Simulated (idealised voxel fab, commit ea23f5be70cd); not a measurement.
Process module heading - voxel self aligned vias
The figure presents cross-section cut, which has a width of 155 nm and is divided into square cells with an edge length of 5 nm.
Cross-section = grid of square cells, listed top down in bands; band = one or more rows.
A band entry consists of two parts. The first gives the height of the band's top and the height of its bottom, in nm. The rest lists the band's materials from left to right, each with its width in nm. A single material labelled with the word "all across" fills the band from edge to edge, and the word "empty" marks empty space.
A quick word on heights: they are counted from 0, and under that level the wafer as it came to us is one material throughout. The lowest band is different from the rest in having no bottom; it simply continues downward, written as in "z 0 and below".
A width given as "30->40" starts at the first number in the band's top row and ends at the second number in its bottom row, shifting by an equal amount at every step from row to row.
You'll sometimes find "remained unchanged" written for a step, and that's the way of saying that nowhere in the cross-section did a cell change during that step.
The label "Closed cavities" introduces a list of the empty spaces, 8 cells or larger, that have no open way up to the top; each entry in it reads width x height at distance, where the distance is taken from the left edge and all three are stated in nm.
after a step's settings: what the simulator itself notes on the step
For masked steps, "overlay nm" on the step line gives how far right of plan the mask actually lay; a minus sign means it lay to the left.
LISTED BELOW ARE THE PROCESS STEPS AS PLANNED
- 1: RECEIVE: material Si
- 2: CONFORMAL_DEP: material SiO2, thk nm 15
- 3: CONFORMAL_DEP: material SiCN, thk nm 5
- 4: DIRECTIONAL_DEP: material SiO2, thk nm 25
- 5: PATTERN: tone open, mask id LINES, material resist, width nm 30, pitch nm 55, thk nm 15, overlay nm 0
- 6: DIRECTIONAL_ETCH: etch materials SiO2, depth nm 25
- 7: STRIP: etch materials resist
- 8: CONFORMAL_DEP: material TiN, thk nm 5
- 9: FILL_DEP: material W, thk nm 10
- 10: CMP: height nm 45
- 11: SELECTIVE_ETCH: etch materials W Ru TiN, depth nm 5
- 12: FILL_DEP: material SiN, thk nm 10
- 13: CMP: height nm 45
- 14: DIRECTIONAL_DEP: material SiO2, thk nm 15
- 15: MASKED_ETCH: tone open, mask id VIAS, width nm 40, pitch nm 55, etch materials SiO2, depth nm 15, overlay nm 0
- 16: MASKED_ETCH: tone open, mask id VIAS, width nm 40, pitch nm 55, etch materials SiN, depth nm 5, overlay nm -15
- 17: CONFORMAL_DEP: material TiN, thk nm 5
- 18: FILL_DEP: material Ru, thk nm 10
- 19: CMP: height nm 60
- 20: CONFORMAL_DEP: material SiCN, thk nm 5
Every wafer here starts from the same state; it is the step 16 overlay nm that distinguishes them, and the value the plan gives belongs to the first wafer.
AS RECEIVED, I.E. AFTER STEP 1: CROSS-SECTION THROUGH THE FIRST OF SEVERAL WAFERS
z 0 and below  Si all across
Closed cavities: none
MODULE FINISHED, LAST STEP 20 DONE: CROSS-SECTION OF THE FIRST OF SEVERAL WAFERS
z 65 to 60  SiCN all across
z 60 to 50  SiO2 30 nm, TiN 5 nm, Ru 30 nm, TiN 5 nm, SiO2 15 nm, TiN 5 nm, Ru 30 nm, TiN 5 nm, SiO2 30 nm
z 50 to 45  SiO2 30 nm, TiN 10 nm, Ru 10 nm, TiN 20 nm, SiO2 15 nm, TiN 10 nm, Ru 10 nm, TiN 20 nm, SiO2 30 nm
z 45 to 40  SiO2 35 nm, TiN 20 nm, SiN 10 nm, SiO2 25 nm, TiN 20 nm, SiN 10 nm, SiO2 35 nm
z 40 to 25  SiO2 35 nm, TiN 5 nm, W 20 nm, TiN 5 nm, SiO2 25 nm, TiN 5 nm, W 20 nm, TiN 5 nm, SiO2 35 nm
z 25 to 20  SiO2 35 nm, TiN 30 nm, SiO2 25 nm, TiN 30 nm, SiO2 35 nm
z 20 to 15  SiCN all across
z 15 to 0  SiO2 all across
z 0 and below  Si all across
Closed cavities: none
THE FINAL WAFER, SECTIONED AT MODULE END
z 65 to 60  SiCN all across
z 60 to 50  SiO2 30 nm, TiN 5 nm, Ru 30 nm, TiN 5 nm, SiO2 15 nm, TiN 5 nm, Ru 30 nm, TiN 5 nm, SiO2 30 nm
z 50 to 45  SiO2 30 nm, TiN 20 nm, Ru 10 nm, TiN 10 nm, SiO2 15 nm, TiN 20 nm, Ru 10 nm, TiN 10 nm, SiO2 30 nm
z 45 to 40  SiO2 35 nm, SiN 10 nm, TiN 20 nm, SiO2 25 nm, SiN 10 nm, TiN 20 nm, SiO2 35 nm
z 40 to 25  SiO2 35 nm, TiN 5 nm, W 20 nm, TiN 5 nm, SiO2 25 nm, TiN 5 nm, W 20 nm, TiN 5 nm, SiO2 35 nm
z 25 to 20  SiO2 35 nm, TiN 30 nm, SiO2 25 nm, TiN 30 nm, SiO2 35 nm
z 20 to 15  SiCN all across
z 15 to 0  SiO2 all across
z 0 and below  Si all across
Closed cavities: none
SO IN THIS TABLE EVERY WAFER GETS ITS OWN ROW, AND WHAT YOU SEE IS WHERE IT STANDS AT THE END OF THE MODULE: FOR EACH MATERIAL, HOW MANY CELLS IT PICKED UP (+) OR GAVE UP (-) SINCE WE RECEIVED IT, AND AFTER THAT ITS CLOSED VOIDS
overlay nm -15, +28 Ru, +62 SiCN, +4 SiN, +233 SiO2, +52 TiN, +24 W, Closed cavities: none
overlay nm -10, +30 Ru, +62 SiCN, +2 SiN, +233 SiO2, +52 TiN, +24 W, Closed cavities: none
overlay nm -5, +32 Ru, +62 SiCN, +233 SiO2, +52 TiN, +24 W, Closed cavities: none
overlay nm 0, +32 Ru, +62 SiCN, +233 SiO2, +52 TiN, +24 W, Closed cavities: none
overlay nm 5, +32 Ru, +62 SiCN, +233 SiO2, +52 TiN, +24 W, Closed cavities: none
overlay nm 10, +30 Ru, +62 SiCN, +2 SiN, +233 SiO2, +52 TiN, +24 W, Closed cavities: none
overlay nm 15, +28 Ru, +62 SiCN, +4 SiN, +233 SiO2, +52 TiN, +24 W, Closed cavities: none
